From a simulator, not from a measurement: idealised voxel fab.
A process module follows: voxel fin reveal.
Cross-sectional view cut (width: 165 nm; square cell size: 5 nm).
Cross-section = grid of square cells, listed top down in bands; band = one or more rows.
What a band's entry tells you: where the top is and where the bottom is, as heights in nm, and after that what lies inside, material by material from left to right, each with its width in nm. Empty space is written as the word "air", and a single material marked with the word "everywhere" occupies the band from edge to edge.
Where do heights start? At 0: under that level the wafer as delivered is made of one material only. And the lowest band has no floor; it just carries on downward, as in "top 0, no bottom".
Width "30..40": first value at the band's top row of cells, second value at its bottom row, equal change from row to row.
The cross-section has no changed cell in any step marked "no alterations made".
Listed in "Voids, sealed": every empty space of 8 or more cells without an open way to the top. Form: width x height at distance, the distance being from the left edge, all in nm.
Step line, after settings: the simulator's comment on this step.
A step's line can hold "overlay nm"; with a mask on that step, the setting says how far right of the planned place the mask lay, while a negative setting says it lay to the left.
Here's what the planned process steps look like
- 1: RECEIVE, material Si
- 2: CONFORMAL_DEP, material SiN, thk nm 10
- 3: PATTERN, tone cover, mask id FINS, material resist, width nm 15, pitch nm 35, thk nm 20, overlay nm 0
- 4: DIRECTIONAL_ETCH, etch materials SiN, depth nm 10
- 5: DIRECTIONAL_ETCH, etch materials Si, depth nm 30
- 6: STRIP, etch materials resist
- 7: FILL_DEP, material SiO2, thk nm 10
- 8: CMP, height nm 10
- 9: SELECTIVE_ETCH, etch materials SiO2, depth nm 25
- 10: STRIP, etch materials SiN
As received (post step 1): cross-section
	top 0, no bottom = Si everywhere
	Voids, sealed: none
Wafer at module end, in section. Began as above, planned as above, run with one mistake
	top 10, bottom 0 = air 55 nm | SiN 15 nm | air 20 nm | SiN 15 nm | air 60 nm
	top 0, bottom -15 = air 55 nm | Si 15 nm | air 20 nm | Si 15 nm | air 60 nm
	top -15, bottom -30 = SiO2 55 nm | Si 15 nm | SiO2 20 nm | Si 15 nm | SiO2 60 nm
	top -30, no bottom = Si everywhere
	Voids, sealed: none
What broke from the plan during processing? the run left out plan step 10 entirely, so it was never executed
